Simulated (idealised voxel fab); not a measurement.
Process module under the name voxel capacitor over wiring
Each square cell in cross-section cut measures 5 nm, and the section as a whole is 200 nm wide.
Format of a cross-section: grid, square cells. Given as bands. Order: top down. Band: one or more rows of cells. Heights first: top, then bottom, in nm. Then materials, left to right, each with a width in nm. "throughout" on a single material: fills the band edge to edge. "empty": empty space. Height is counted from the level 0, under which the received wafer is composed throughout of one material. The lowest of the bands is not closed at the bottom but continues downward, in the notation "0 nm and below". So if you see something like "30->40" for the width, read it as the top row of the band sitting at the first number and the bottom row at the second, with every row in between moving by the same amount as the last. The designation "stayed the same", where it is given for a processing step, indicates that no cell of the cross-section was altered in the course of that step. Basically, "Sealed void list" tells you about the enclosed voids: empty spaces with no open way to the top, 8 cells or bigger, each written width x height at distance, where distance is from the left edge, all in nm. Formally, on a step line, whatever follows the settings is a remark that the simulator itself makes on the step. When a step includes a mask, the "overlay nm" setting on its line states how far to the right of its planned place that mask lay, and negative values state how far to the left.

### Here's what the planned process steps look like
- 1: RECEIVE [material Si]
- 2: CONFORMAL_DEP [material SiO2] [thk nm 15]
- 3: DIRECTIONAL_DEP [material TiN] [thk nm 5]
- 4: DIRECTIONAL_DEP [material W] [thk nm 20]
- 5: PATTERN [tone cover] [mask id METAL_1] [material resist] [width nm 20] [pitch nm 80] [thk nm 15] [overlay nm 0]
- 6: DIRECTIONAL_ETCH [etch materials W] [depth nm 20]
- 7: DIRECTIONAL_ETCH [etch materials TiN] [depth nm 5]
- 8: STRIP [etch materials resist]
- 9: CONFORMAL_DEP [material SiN] [thk nm 5]
- 10: FILL_DEP [material lowk] [thk nm 10]
- 11: CMP [height nm 40]
- 12: CONFORMAL_DEP [material SiCN] [thk nm 5]
- 13: DIRECTIONAL_DEP [material SiO2] [thk nm 20]
- 14: MASKED_ETCH [tone open] [mask id PLUG_1] [width nm 15] [etch materials SiO2] [depth nm 20] [overlay nm 0]
- 15: MASKED_ETCH [tone open] [mask id PLUG_1] [width nm 15] [etch materials SiCN] [depth nm 5] [overlay nm 0]
- 16: CONFORMAL_DEP [material TiN] [thk nm 5]
- 17: FILL_DEP [material W] [thk nm 10]
- 18: CMP [height nm 65]
- 19: DIRECTIONAL_DEP [material TiN] [thk nm 5]
- 20: DIRECTIONAL_DEP [material Al2O3] [thk nm 5]
- 21: DIRECTIONAL_DEP [material TiN] [thk nm 10]
- 22: MASKED_ETCH [tone cover] [mask id UPPER_PLATE] [width nm 65] [etch materials TiN] [depth nm 10] [overlay nm 0]
- 23: MASKED_ETCH [tone cover] [mask id UPPER_PLATE] [width nm 65] [etch materials Al2O3] [depth nm 5] [overlay nm 0]
- 24: DIRECTIONAL_DEP [material aC] [thk nm 15]
- 25: PATTERN [tone cover] [mask id LOWER_PLATE] [material resist] [width nm 75] [thk nm 35] [overlay nm 0]
- 26: DIRECTIONAL_ETCH [etch materials aC] [depth nm 15]
- 27: STRIP [etch materials resist]
- 28: DIRECTIONAL_ETCH [etch materials TiN] [depth nm 5]
- 29: STRIP [etch materials aC]
- 30: FILL_DEP [material SiO2] [thk nm 15]
- 31: CMP [height nm 95]
- 32: MASKED_ETCH [tone open] [mask id PLUG_2] [width nm 15] [etch materials SiO2] [depth nm 10] [overlay nm 0]
- 33: CONFORMAL_DEP [material TiN] [thk nm 5]
- 34: FILL_DEP [material W] [thk nm 5]
- 35: CMP [height nm 95]
- 36: CONFORMAL_DEP [material SiN] [thk nm 5]

### Wafer, first of two, run as planned

### Cross-section: wafer on arrival = after step 1
  0 nm and below: Si throughout
  Sealed void list: none

### The wafer in cross-section once step 2 is complete
  15 nm to 0 nm: SiO2 throughout
  Whatever lies below 0 is exactly as it was before.

### The wafer in cross-section once step 3 is complete
  20 nm to 15 nm: TiN throughout
  Whatever lies below 15 is exactly as it was before.

### The wafer in cross-section once step 4 is complete
  40 nm to 20 nm: W throughout
  Whatever lies below 20 is exactly as it was before.

### The wafer in cross-section once step 5 is complete
  55 nm to 40 nm: 50 nm empty | 20 nm resist | 60 nm empty | 20 nm resist | 50 nm empty
  Whatever lies below 40 is exactly as it was before.

### The wafer in cross-section once step 6 is complete
  55 nm to 40 nm: 50 nm empty | 20 nm resist | 60 nm empty | 20 nm resist | 50 nm empty
  40 nm to 20 nm: 50 nm empty | 20 nm W | 60 nm empty | 20 nm W | 50 nm empty
  Whatever lies below 20 is exactly as it was before.

### The wafer in cross-section once step 7 is complete
  55 nm to 40 nm: 50 nm empty | 20 nm resist | 60 nm empty | 20 nm resist | 50 nm empty
  40 nm to 20 nm: 50 nm empty | 20 nm W | 60 nm empty | 20 nm W | 50 nm empty
  20 nm to 15 nm: 50 nm empty | 20 nm TiN | 60 nm empty | 20 nm TiN | 50 nm empty
  Whatever lies below 15 is exactly as it was before.

### The wafer in cross-section once step 8 is complete
  40 nm to 20 nm: 50 nm empty | 20 nm W | 60 nm empty | 20 nm W | 50 nm empty
  Whatever lies below 20 is exactly as it was before.

### The wafer in cross-section once step 9 is complete
  45 nm to 40 nm: 45 nm empty | 30 nm SiN | 50 nm empty | 30 nm SiN | 45 nm empty
  40 nm to 20 nm: 45 nm empty | 5 nm SiN | 20 nm W | 5 nm SiN | 50 nm empty | 5 nm SiN | 20 nm W | 5 nm SiN | 45 nm empty
  20 nm to 15 nm: 50 nm SiN | 20 nm TiN | 60 nm SiN | 20 nm TiN | 50 nm SiN
  Whatever lies below 15 is exactly as it was before.

### The wafer in cross-section once step 10 is complete
  55 nm to 45 nm: lowk throughout
  45 nm to 40 nm: 45 nm lowk | 30 nm SiN | 50 nm lowk | 30 nm SiN | 45 nm lowk
  40 nm to 20 nm: 45 nm lowk | 5 nm SiN | 20 nm W | 5 nm SiN | 50 nm lowk | 5 nm SiN | 20 nm W | 5 nm SiN | 45 nm lowk
  Whatever lies below 20 is exactly as it was before.

### The wafer in cross-section once step 11 is complete
  40 nm to 20 nm: 45 nm lowk | 5 nm SiN | 20 nm W | 5 nm SiN | 50 nm lowk | 5 nm SiN | 20 nm W | 5 nm SiN | 45 nm lowk
  Whatever lies below 20 is exactly as it was before.

### The wafer in cross-section once step 12 is complete
  45 nm to 40 nm: SiCN throughout
  Whatever lies below 40 is exactly as it was before.

### The wafer in cross-section once step 13 is complete
  65 nm to 45 nm: SiO2 throughout
  Whatever lies below 45 is exactly as it was before.

### The wafer in cross-section once step 14 is complete
  65 nm to 45 nm: 55 nm SiO2 | 15 nm empty | 130 nm SiO2
  Whatever lies below 45 is exactly as it was before.

### The wafer in cross-section once step 15 is complete
  65 nm to 45 nm: 55 nm SiO2 | 15 nm empty | 130 nm SiO2
  45 nm to 40 nm: 55 nm SiCN | 15 nm empty | 130 nm SiCN
  Whatever lies below 40 is exactly as it was before.

### The wafer in cross-section once step 16 is complete
  70 nm to 65 nm: 60 nm TiN | 5 nm empty | 135 nm TiN
  65 nm to 45 nm: 55 nm SiO2 | 5 nm TiN | 5 nm empty | 5 nm TiN | 130 nm SiO2
  45 nm to 40 nm: 55 nm SiCN | 15 nm TiN | 130 nm SiCN
  Whatever lies below 40 is exactly as it was before.

### The wafer in cross-section once step 17 is complete
  80 nm to 70 nm: W throughout
  70 nm to 65 nm: 60 nm TiN | 5 nm W | 135 nm TiN
  65 nm to 45 nm: 55 nm SiO2 | 5 nm TiN | 5 nm W | 5 nm TiN | 130 nm SiO2
  Whatever lies below 45 is exactly as it was before.

### The wafer in cross-section once step 18 is complete
  65 nm to 45 nm: 55 nm SiO2 | 5 nm TiN | 5 nm W | 5 nm TiN | 130 nm SiO2
  Whatever lies below 45 is exactly as it was before.

### The wafer in cross-section once step 19 is complete
  70 nm to 65 nm: TiN throughout
  Whatever lies below 65 is exactly as it was before.

### The wafer in cross-section once step 20 is complete
  75 nm to 70 nm: Al2O3 throughout
  Whatever lies below 70 is exactly as it was before.

### The wafer in cross-section once step 21 is complete
  85 nm to 75 nm: TiN throughout
  Whatever lies below 75 is exactly as it was before.

### The wafer in cross-section once step 22 is complete
  85 nm to 75 nm: 55 nm empty | 65 nm TiN | 80 nm empty
  Whatever lies below 75 is exactly as it was before.

### The wafer in cross-section once step 23 is complete
  85 nm to 75 nm: 55 nm empty | 65 nm TiN | 80 nm empty
  75 nm to 70 nm: 55 nm empty | 65 nm Al2O3 | 80 nm empty
  Whatever lies below 70 is exactly as it was before.

### The wafer in cross-section once step 24 is complete
  100 nm to 85 nm: 55 nm empty | 65 nm aC | 80 nm empty
  85 nm to 75 nm: 55 nm aC | 65 nm TiN | 80 nm aC
  75 nm to 70 nm: 55 nm aC | 65 nm Al2O3 | 80 nm aC
  Whatever lies below 70 is exactly as it was before.

### The wafer in cross-section once step 25 is complete
  135 nm to 100 nm: 50 nm empty | 75 nm resist | 75 nm empty
  100 nm to 85 nm: 50 nm empty | 5 nm resist | 65 nm aC | 5 nm resist | 75 nm empty
  Whatever lies below 85 is exactly as it was before.

### The wafer in cross-section once step 26 is complete
  120 nm to 100 nm: 50 nm empty | 75 nm resist | 75 nm empty
  100 nm to 85 nm: 50 nm empty | 5 nm resist | 65 nm aC | 5 nm resist | 75 nm empty
  85 nm to 75 nm: 50 nm empty | 5 nm aC | 65 nm TiN | 5 nm aC | 75 nm empty
  75 nm to 70 nm: 50 nm empty | 5 nm aC | 65 nm Al2O3 | 5 nm aC | 75 nm empty
  Whatever lies below 70 is exactly as it was before.

### The wafer in cross-section once step 27 is complete
  100 nm to 85 nm: 55 nm empty | 65 nm aC | 80 nm empty
  Whatever lies below 85 is exactly as it was before.

### The wafer in cross-section once step 28 is complete
  100 nm to 85 nm: 55 nm empty | 65 nm aC | 80 nm empty
  85 nm to 75 nm: 50 nm empty | 5 nm aC | 65 nm TiN | 5 nm aC | 75 nm empty
  75 nm to 70 nm: 50 nm empty | 5 nm aC | 65 nm Al2O3 | 5 nm aC | 75 nm empty
  70 nm to 65 nm: 50 nm empty | 75 nm TiN | 75 nm empty
  Whatever lies below 65 is exactly as it was before.

### The wafer in cross-section once step 29 is complete
  85 nm to 75 nm: 55 nm empty | 65 nm TiN | 80 nm empty
  75 nm to 70 nm: 55 nm empty | 65 nm Al2O3 | 80 nm empty
  Whatever lies below 70 is exactly as it was before.

### The wafer in cross-section once step 30 is complete
  100 nm to 85 nm: SiO2 throughout
  85 nm to 75 nm: 55 nm SiO2 | 65 nm TiN | 80 nm SiO2
  75 nm to 70 nm: 55 nm SiO2 | 65 nm Al2O3 | 80 nm SiO2
  70 nm to 65 nm: 50 nm SiO2 | 75 nm TiN | 75 nm SiO2
  Whatever lies below 65 is exactly as it was before.

### The wafer in cross-section once step 31 is complete
  95 nm to 85 nm: SiO2 throughout
  Whatever lies below 85 is exactly as it was before.

### The wafer in cross-section once step 32 is complete
  95 nm to 85 nm: 65 nm SiO2 | 15 nm empty | 120 nm SiO2
  Whatever lies below 85 is exactly as it was before.

### The wafer in cross-section once step 33 is complete
  100 nm to 95 nm: 70 nm TiN | 5 nm empty | 125 nm TiN
  95 nm to 90 nm: 65 nm SiO2 | 5 nm TiN | 5 nm empty | 5 nm TiN | 120 nm SiO2
  90 nm to 85 nm: 65 nm SiO2 | 15 nm TiN | 120 nm SiO2
  Whatever lies below 85 is exactly as it was before.

### The wafer in cross-section once step 34 is complete
  105 nm to 100 nm: W throughout
  100 nm to 95 nm: 70 nm TiN | 5 nm W | 125 nm TiN
  95 nm to 90 nm: 65 nm SiO2 | 5 nm TiN | 5 nm W | 5 nm TiN | 120 nm SiO2
  Whatever lies below 90 is exactly as it was before.

### The wafer in cross-section once step 35 is complete
  95 nm to 90 nm: 65 nm SiO2 | 5 nm TiN | 5 nm W | 5 nm TiN | 120 nm SiO2
  Whatever lies below 90 is exactly as it was before.

### The wafer in cross-section once step 36 is complete
  100 nm to 95 nm: SiN throughout
  Whatever lies below 95 is exactly as it was before.

### Wafer two of the pair: same origin, same plan, one error during the run; identical to wafer one up to and including step 3

### Planned end of step 4: second wafer, cross-section
  40 nm to 20 nm: Al2O3 throughout
  Whatever lies below 20 is exactly as it was before.

### Planned end of step 5: second wafer, cross-section
  55 nm to 40 nm: 50 nm empty | 20 nm resist | 60 nm empty | 20 nm resist | 50 nm empty
  Whatever lies below 40 is exactly as it was before.

Planned end of step 6: second wafer, cross-section: stayed the same

Planned end of step 7: second wafer, cross-section: stayed the same

### Planned end of step 8: second wafer, cross-section
  40 nm to 20 nm: Al2O3 throughout
  Whatever lies below 20 is exactly as it was before.

### Planned end of step 9: second wafer, cross-section
  45 nm to 40 nm: SiN throughout
  Whatever lies below 40 is exactly as it was before.

### Planned end of step 10: second wafer, cross-section
  55 nm to 45 nm: lowk throughout
  Whatever lies below 45 is exactly as it was before.

### Planned end of step 11: second wafer, cross-section
  40 nm to 20 nm: Al2O3 throughout
  Whatever lies below 20 is exactly as it was before.

### Planned end of step 12: second wafer, cross-section
  45 nm to 40 nm: SiCN throughout
  Whatever lies below 40 is exactly as it was before.

### Planned end of step 13: second wafer, cross-section
  65 nm to 45 nm: SiO2 throughout
  Whatever lies below 45 is exactly as it was before.

### Planned end of step 14: second wafer, cross-section
  65 nm to 45 nm: 55 nm SiO2 | 15 nm empty | 130 nm SiO2
  Whatever lies below 45 is exactly as it was before.

### Planned end of step 15: second wafer, cross-section
  65 nm to 45 nm: 55 nm SiO2 | 15 nm empty | 130 nm SiO2
  45 nm to 40 nm: 55 nm SiCN | 15 nm empty | 130 nm SiCN
  Whatever lies below 40 is exactly as it was before.

### Planned end of step 16: second wafer, cross-section
  70 nm to 65 nm: 60 nm TiN | 5 nm empty | 135 nm TiN
  65 nm to 45 nm: 55 nm SiO2 | 5 nm TiN | 5 nm empty | 5 nm TiN | 130 nm SiO2
  45 nm to 40 nm: 55 nm SiCN | 15 nm TiN | 130 nm SiCN
  Whatever lies below 40 is exactly as it was before.

### Planned end of step 17: second wafer, cross-section
  80 nm to 70 nm: W throughout
  70 nm to 65 nm: 60 nm TiN | 5 nm W | 135 nm TiN
  65 nm to 45 nm: 55 nm SiO2 | 5 nm TiN | 5 nm W | 5 nm TiN | 130 nm SiO2
  Whatever lies below 45 is exactly as it was before.

### Planned end of step 18: second wafer, cross-section
  65 nm to 45 nm: 55 nm SiO2 | 5 nm TiN | 5 nm W | 5 nm TiN | 130 nm SiO2
  Whatever lies below 45 is exactly as it was before.

### Planned end of step 19: second wafer, cross-section
  70 nm to 65 nm: TiN throughout
  Whatever lies below 65 is exactly as it was before.

### Planned end of step 20: second wafer, cross-section
  75 nm to 70 nm: Al2O3 throughout
  Whatever lies below 70 is exactly as it was before.

### Planned end of step 21: second wafer, cross-section
  85 nm to 75 nm: TiN throughout
  Whatever lies below 75 is exactly as it was before.

### Planned end of step 22: second wafer, cross-section
  85 nm to 75 nm: 55 nm empty | 65 nm TiN | 80 nm empty
  Whatever lies below 75 is exactly as it was before.

### Planned end of step 23: second wafer, cross-section
  85 nm to 75 nm: 55 nm empty | 65 nm TiN | 80 nm empty
  75 nm to 70 nm: 55 nm empty | 65 nm Al2O3 | 80 nm empty
  Whatever lies below 70 is exactly as it was before.

### Planned end of step 24: second wafer, cross-section
  100 nm to 85 nm: 55 nm empty | 65 nm aC | 80 nm empty
  85 nm to 75 nm: 55 nm aC | 65 nm TiN | 80 nm aC
  75 nm to 70 nm: 55 nm aC | 65 nm Al2O3 | 80 nm aC
  Whatever lies below 70 is exactly as it was before.

### Planned end of step 25: second wafer, cross-section
  135 nm to 100 nm: 50 nm empty | 75 nm resist | 75 nm empty
  100 nm to 85 nm: 50 nm empty | 5 nm resist | 65 nm aC | 5 nm resist | 75 nm empty
  Whatever lies below 85 is exactly as it was before.

### Planned end of step 26: second wafer, cross-section
  120 nm to 100 nm: 50 nm empty | 75 nm resist | 75 nm empty
  100 nm to 85 nm: 50 nm empty | 5 nm resist | 65 nm aC | 5 nm resist | 75 nm empty
  85 nm to 75 nm: 50 nm empty | 5 nm aC | 65 nm TiN | 5 nm aC | 75 nm empty
  75 nm to 70 nm: 50 nm empty | 5 nm aC | 65 nm Al2O3 | 5 nm aC | 75 nm empty
  Whatever lies below 70 is exactly as it was before.

### Planned end of step 27: second wafer, cross-section
  100 nm to 85 nm: 55 nm empty | 65 nm aC | 80 nm empty
  Whatever lies below 85 is exactly as it was before.

### Planned end of step 28: second wafer, cross-section
  100 nm to 85 nm: 55 nm empty | 65 nm aC | 80 nm empty
  85 nm to 75 nm: 50 nm empty | 5 nm aC | 65 nm TiN | 5 nm aC | 75 nm empty
  75 nm to 70 nm: 50 nm empty | 5 nm aC | 65 nm Al2O3 | 5 nm aC | 75 nm empty
  70 nm to 65 nm: 50 nm empty | 75 nm TiN | 75 nm empty
  Whatever lies below 65 is exactly as it was before.

### Planned end of step 29: second wafer, cross-section
  85 nm to 75 nm: 55 nm empty | 65 nm TiN | 80 nm empty
  75 nm to 70 nm: 55 nm empty | 65 nm Al2O3 | 80 nm empty
  Whatever lies below 70 is exactly as it was before.

### Planned end of step 30: second wafer, cross-section
  100 nm to 85 nm: SiO2 throughout
  85 nm to 75 nm: 55 nm SiO2 | 65 nm TiN | 80 nm SiO2
  75 nm to 70 nm: 55 nm SiO2 | 65 nm Al2O3 | 80 nm SiO2
  70 nm to 65 nm: 50 nm SiO2 | 75 nm TiN | 75 nm SiO2
  Whatever lies below 65 is exactly as it was before.

### Planned end of step 31: second wafer, cross-section
  95 nm to 85 nm: SiO2 throughout
  Whatever lies below 85 is exactly as it was before.

### Planned end of step 32: second wafer, cross-section
  95 nm to 85 nm: 65 nm SiO2 | 15 nm empty | 120 nm SiO2
  Whatever lies below 85 is exactly as it was before.

### Planned end of step 33: second wafer, cross-section
  100 nm to 95 nm: 70 nm TiN | 5 nm empty | 125 nm TiN
  95 nm to 90 nm: 65 nm SiO2 | 5 nm TiN | 5 nm empty | 5 nm TiN | 120 nm SiO2
  90 nm to 85 nm: 65 nm SiO2 | 15 nm TiN | 120 nm SiO2
  Whatever lies below 85 is exactly as it was before.

### Planned end of step 34: second wafer, cross-section
  105 nm to 100 nm: W throughout
  100 nm to 95 nm: 70 nm TiN | 5 nm W | 125 nm TiN
  95 nm to 90 nm: 65 nm SiO2 | 5 nm TiN | 5 nm W | 5 nm TiN | 120 nm SiO2
  Whatever lies below 90 is exactly as it was before.

### Planned end of step 35: second wafer, cross-section
  95 nm to 90 nm: 65 nm SiO2 | 5 nm TiN | 5 nm W | 5 nm TiN | 120 nm SiO2
  Whatever lies below 90 is exactly as it was before.

### Planned end of step 36: second wafer, cross-section
  100 nm to 95 nm: SiN throughout
  Whatever lies below 95 is exactly as it was before.
Want to know what went wrong? it should be noted that step 4 was executed with settings other than those planned, the operation and settings actually applied being DIRECTIONAL_DEP [material Al2O3] [thk nm 20]
Bottom line after processing is that, in cells, the second wafer is up or down on some materials versus the first: +160 Al2O3, -48 SiN, +32 TiN, -32 W, -112 lowk
